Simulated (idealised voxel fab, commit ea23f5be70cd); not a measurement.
Name of the process module below: voxel wiring stack
Each square cell in cross-section cut measures 5 nm, and the section as a whole is 285 nm wide.
Format of a cross-section: grid, square cells. Given as bands. Order: top down. Band: one or more rows of cells. Band entry format. Leading values: height of top, height of bottom, nm. Remainder: materials in left-to-right order, each with its width in nm. Special words: "full width" on a single material, which then fills the band edge to edge; "blank", empty space. Zero point of the height axis is 0; under it, received wafer = one material. Lowest band: continues down indefinitely, "0 -> down". Width: "30->40" (first number = top row, second number = bottom row, same change from row to row of cells). Step note "changes: none" = no cross-section cell changed. If an empty space has no open way to the top and is at least 8 cells in size, "Enclosed internal voids" lists it, written width x height at distance, where distance is measured from the left edge and every value is in nm. That trailing text on a step's line, after the settings, is the simulator's own remark on the step. Each step line may optionally specify "overlay nm", which for a step with a mask gives the rightward distance between the mask's planned place and where it lay, a negative value indicating the leftward direction.
**Set out below are the planned steps of the process**
1. RECEIVE,material Si
2. CONFORMAL_DEP,material SiO2,thk nm 15
3. CONFORMAL_DEP,material SiCN,thk nm 5
4. DIRECTIONAL_DEP,material lowk,thk nm 15
5. DIRECTIONAL_DEP,material aC,thk nm 10
6. PATTERN,tone open,mask id METAL_1,material resist,width nm 20,pitch nm 50,thk nm 30,overlay nm 0
7. DIRECTIONAL_ETCH,etch materials aC,depth nm 10
8. STRIP,etch materials resist
9. DIRECTIONAL_ETCH,etch materials lowk,depth nm 15
10. DIRECTIONAL_ETCH,etch materials SiCN,depth nm 5
11. STRIP,etch materials aC
12. CONFORMAL_DEP,material TiN,thk nm 5
13. FILL_DEP,material Cu,thk nm 10
14. CMP,height nm 35
15. CONFORMAL_DEP,material SiCN,thk nm 5
16. DIRECTIONAL_DEP,material lowk,thk nm 30
17. PATTERN,tone open,mask id METAL_2_HOLES,material resist,width nm 15,pitch nm 50,thk nm 15,overlay nm 0
18. DIRECTIONAL_ETCH,etch materials lowk,depth nm 30
19. STRIP,etch materials resist
20. DIRECTIONAL_DEP,material aC,thk nm 15
21. PATTERN,tone open,mask id METAL_2,material resist,width nm 20,pitch nm 50,thk nm 35,overlay nm 0
22. DIRECTIONAL_ETCH,etch materials aC,depth nm 15
23. STRIP,etch materials resist
24. DIRECTIONAL_ETCH,etch materials lowk,depth nm 15
25. DIRECTIONAL_ETCH,etch materials SiCN,depth nm 5
26. STRIP,etch materials aC
27. CONFORMAL_DEP,material TiN,thk nm 5
28. FILL_DEP,material Cu,thk nm 5
29. CMP,height nm 70
30. CONFORMAL_DEP,material SiCN,thk nm 5
**Cross-sectional view of the wafer in its as-received condition, corresponding to the state after step 1**
  0 -> down: Si full width
  Enclosed internal voids: none
**The following cross-section depicts the wafer upon conclusion of the module. Processing commenced from the starting condition illustrated above and adhered to the plan illustrated above, save for one mistake in execution**
  75 -> 70: lowk full width
  70 -> 60: lowk: 80; TiN: 5; Cu: 10; TiN: 5; lowk: 30; TiN: 5; Cu: 10; TiN: 5; lowk: 30; TiN: 5; Cu: 10; TiN: 5; lowk: 85
  60 -> 55: lowk: 80; TiN: 5; Cu: 5; TiN: 10; lowk: 30; TiN: 5; Cu: 5; TiN: 10; lowk: 30; TiN: 5; Cu: 5; TiN: 10; lowk: 85
  55 -> 40: lowk: 80; TiN: 5; Cu: 5; TiN: 5; lowk: 35; TiN: 5; Cu: 5; TiN: 5; lowk: 35; TiN: 5; Cu: 5; TiN: 5; lowk: 90
  40 -> 35: SiCN: 80; TiN: 15; SiCN: 35; TiN: 15; SiCN: 35; TiN: 15; SiCN: 90
  35 -> 20: lowk: 80; TiN: 5; Cu: 10; TiN: 5; lowk: 30; TiN: 5; Cu: 10; TiN: 5; lowk: 30; TiN: 5; Cu: 10; TiN: 5; lowk: 85
  20 -> 15: SiCN: 80; TiN: 20; SiCN: 30; TiN: 20; SiCN: 30; TiN: 20; SiCN: 85
  15 -> 0: SiO2 full width
  0 -> down: Si full width
  Enclosed internal voids: none
What went wrong in running the wafer? heads up, step 30 didn't go per plan, it actually ran as CONFORMAL_DEP,material lowk,thk nm 5
